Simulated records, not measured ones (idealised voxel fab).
process module | voxel wiring stack
Pictured: cross-section cut, 195 nm wide, on a grid of 5 nm square cells.
The cross-sections in this document take the form of a grid made of square cells. They are written out as bands, in order from top to bottom. Each band consists of one or more rows of cells. Band entry format. Leading values: height of top, height of bottom, nm. Remainder: materials in left-to-right order, each with its width in nm. Special words: "all across" on a single material, which then fills the band edge to edge; "blank", empty space. The level at which height equals 0 is the one under which the wafer, as it arrives, is entirely one material. No lower edge exists for the bottom band, which continues downward and is notated as in "0 nm and below". So if you see something like "30 to 40" for the width, read it as the top row of the band sitting at the first number and the bottom row at the second, with every row in between moving by the same amount as the last. It should be understood that the words "same as before", when stated for a given step, signify that the cross-section underwent no change in any of its cells during that step. Entry "Non-vented voids" = empty spaces >= 8 cells with no open way to the top; each as width x height at distance, distance from left edge, all nm. after a step's settings: what the simulator itself notes on the step. If you see "overlay nm" on a step's line and that step has a mask, it's telling you how far right of where it was planned the mask ended up; a negative number means it went left instead.
The following list gives the planned process steps
| 1 | RECEIVE, material Si |
| 2 | CONFORMAL_DEP, material SiO2, thk nm 10 |
| 3 | CONFORMAL_DEP, material SiN, thk nm 5 |
| 4 | DIRECTIONAL_DEP, material SiO2, thk nm 15 |
| 5 | DIRECTIONAL_DEP, material aC, thk nm 15 |
| 6 | PATTERN, tone open, mask id METAL_1, material resist, width nm 25, pitch nm 40, thk nm 35, overlay nm 0 |
| 7 | DIRECTIONAL_ETCH, etch materials aC, depth nm 15 |
| 8 | STRIP, etch materials resist |
| 9 | DIRECTIONAL_ETCH, etch materials SiO2, depth nm 15 |
| 10 | DIRECTIONAL_ETCH, etch materials SiN, depth nm 5 |
| 11 | STRIP, etch materials aC |
| 12 | CONFORMAL_DEP, material TiN, thk nm 5 |
| 13 | FILL_DEP, material W, thk nm 10 |
| 14 | CMP, height nm 30 |
| 15 | EPI, material Ru, thk nm 5 |
| 16 | FILL_DEP, material SiCN, thk nm 5 |
| 17 | DIRECTIONAL_DEP, material lowk, thk nm 15 |
| 18 | DIRECTIONAL_DEP, material aC, thk nm 10 |
| 19 | PATTERN, tone open, mask id PLUG_1, material resist, width nm 15, pitch nm 40, thk nm 30, overlay nm 0 |
| 20 | DIRECTIONAL_ETCH, etch materials aC, depth nm 10 |
| 21 | STRIP, etch materials resist |
| 22 | DIRECTIONAL_ETCH, etch materials lowk, depth nm 15 |
| 23 | DIRECTIONAL_ETCH, etch materials SiCN, depth nm 5 |
| 24 | STRIP, etch materials aC |
| 25 | CONFORMAL_DEP, material TiN, thk nm 5 |
| 26 | FILL_DEP, material W, thk nm 10 |
| 27 | CMP, height nm 55 |
| 28 | CONFORMAL_DEP, material SiN, thk nm 5 |
| 29 | DIRECTIONAL_DEP, material SiO2, thk nm 20 |
| 30 | MASKED_ETCH, tone open, mask id METAL_2, width nm 25, pitch nm 40, etch materials SiO2, depth nm 20, overlay nm 0 |
| 31 | MASKED_ETCH, tone open, mask id METAL_2, width nm 25, pitch nm 40, etch materials SiN, depth nm 5, overlay nm 0 |
| 32 | CONFORMAL_DEP, material TiN, thk nm 5 |
| 33 | FILL_DEP, material Cu, thk nm 5 |
| 34 | CMP, height nm 80 |
| 35 | CONFORMAL_DEP, material SiCN, thk nm 5 |
| 36 | DIRECTIONAL_DEP, material SiO2, thk nm 20 |
| 37 | DIRECTIONAL_DEP, material aC, thk nm 15 |
| 38 | PATTERN, tone open, mask id PLUG_2, material resist, width nm 15, pitch nm 40, thk nm 30, overlay nm 0 |
| 39 | DIRECTIONAL_ETCH, etch materials aC, depth nm 15 |
| 40 | STRIP, etch materials resist |
| 41 | DIRECTIONAL_ETCH, etch materials SiO2, depth nm 20 |
| 42 | DIRECTIONAL_ETCH, etch materials SiCN, depth nm 5 |
| 43 | STRIP, etch materials aC |
| 44 | CONFORMAL_DEP, material TiN, thk nm 5 |
| 45 | FILL_DEP, material W, thk nm 10 |
| 46 | CMP, height nm 105 |
| 47 | DIRECTIONAL_DEP, material TiN, thk nm 5 |
| 48 | DIRECTIONAL_DEP, material W, thk nm 25 |
| 49 | PATTERN, tone cover, mask id METAL_3, material resist, width nm 25, pitch nm 40, thk nm 20, overlay nm 0 |
| 50 | DIRECTIONAL_ETCH, etch materials W, depth nm 25 |
| 51 | DIRECTIONAL_ETCH, etch materials TiN, depth nm 5 |
| 52 | STRIP, etch materials resist |
| 53 | FILL_DEP, material lowk, thk nm 5 |
| 54 | CMP, height nm 135 |
| 55 | CONFORMAL_DEP, material SiN, thk nm 5 |
Incoming wafer, cross-sectional view, post step 1
0 nm and below | Si all across
Non-vented voids: none
Wafer cross-section at module end: first of two, run to plan
140 nm to 135 nm | SiN all across
135 nm to 110 nm | 45 lowk; 25 W; 15 lowk; 25 W; 15 lowk; 25 W; 45 lowk
110 nm to 105 nm | 45 lowk; 25 TiN; 15 lowk; 25 TiN; 15 lowk; 25 TiN; 45 lowk
105 nm to 85 nm | 45 SiO2; 5 TiN; 5 W; 5 TiN; 25 SiO2; 5 TiN; 5 W; 5 TiN; 25 SiO2; 5 TiN; 5 W; 5 TiN; 55 SiO2
85 nm to 80 nm | 45 SiCN; 15 TiN; 25 SiCN; 15 TiN; 25 SiCN; 15 TiN; 55 SiCN
80 nm to 60 nm | 45 SiO2; 5 TiN; 15 Cu; 5 TiN; 15 SiO2; 5 TiN; 15 Cu; 5 TiN; 15 SiO2; 5 TiN; 15 Cu; 5 TiN; 45 SiO2
60 nm to 55 nm | 45 SiN; 25 TiN; 15 SiN; 25 TiN; 15 SiN; 25 TiN; 45 SiN
55 nm to 40 nm | 45 lowk; 5 TiN; 5 W; 5 TiN; 25 lowk; 5 TiN; 5 W; 5 TiN; 25 lowk; 5 TiN; 5 W; 5 TiN; 55 lowk
40 nm to 35 nm | 45 SiCN; 15 TiN; 25 SiCN; 15 TiN; 25 SiCN; 15 TiN; 55 SiCN
35 nm to 30 nm | 40 SiCN; 35 Ru; 5 SiCN; 35 Ru; 5 SiCN; 35 Ru; 40 SiCN
30 nm to 15 nm | 45 SiO2; 5 TiN; 15 W; 5 TiN; 15 SiO2; 5 TiN; 15 W; 5 TiN; 15 SiO2; 5 TiN; 15 W; 5 TiN; 45 SiO2
15 nm to 10 nm | 45 SiN; 25 TiN; 15 SiN; 25 TiN; 15 SiN; 25 TiN; 45 SiN
10 nm to 0 nm | SiO2 all across
0 nm and below | Si all across
Non-vented voids: none
This is the second of the two wafers, cross-sectioned at the end of the module; it started exactly like the first and was given the same plan, but it was run with one mistake
140 nm to 135 nm | SiN all across
135 nm to 110 nm | 45 lowk; 25 W; 15 lowk; 25 W; 15 lowk; 25 W; 45 lowk
110 nm to 105 nm | 45 lowk; 25 TiN; 15 lowk; 25 TiN; 15 lowk; 25 TiN; 45 lowk
105 nm to 85 nm | 45 SiO2; 5 TiN; 5 W; 5 TiN; 25 SiO2; 5 TiN; 5 W; 5 TiN; 25 SiO2; 5 TiN; 5 W; 5 TiN; 55 SiO2
85 nm to 80 nm | 45 SiCN; 15 TiN; 25 SiCN; 15 TiN; 25 SiCN; 15 TiN; 55 SiCN
80 nm to 65 nm | 45 SiO2; 5 TiN; 15 Cu; 5 TiN; 15 SiO2; 5 TiN; 15 Cu; 5 TiN; 15 SiO2; 5 TiN; 15 Cu; 5 TiN; 45 SiO2
65 nm to 60 nm | 45 SiN; 25 TiN; 15 SiN; 25 TiN; 15 SiN; 25 TiN; 45 SiN
60 nm to 55 nm | 50 TiN; 5 W; 35 TiN; 5 W; 35 TiN; 5 W; 60 TiN
55 nm to 40 nm | 45 lowk; 5 TiN; 5 W; 5 TiN; 25 lowk; 5 TiN; 5 W; 5 TiN; 25 lowk; 5 TiN; 5 W; 5 TiN; 55 lowk
40 nm to 35 nm | 45 SiCN; 15 TiN; 25 SiCN; 15 TiN; 25 SiCN; 15 TiN; 55 SiCN
35 nm to 30 nm | 40 SiCN; 35 Ru; 5 SiCN; 35 Ru; 5 SiCN; 35 Ru; 40 SiCN
30 nm to 15 nm | 45 SiO2; 5 TiN; 15 W; 5 TiN; 15 SiO2; 5 TiN; 15 W; 5 TiN; 15 SiO2; 5 TiN; 15 W; 5 TiN; 45 SiO2
15 nm to 10 nm | 45 SiN; 25 TiN; 15 SiN; 25 TiN; 15 SiN; 25 TiN; 45 SiN
10 nm to 0 nm | SiO2 all across
0 nm and below | Si all across
Non-vented voids: none
Heads up, the wafer didn't run the way we planned it: so step 27 ended up running with a different setting than we planned, it ran as CMP, height nm 60
Wrapping up, a cell-based count of both wafers puts the second over or under the first for these materials: -9 Cu | -24 SiO2 | +30 TiN | +3 W
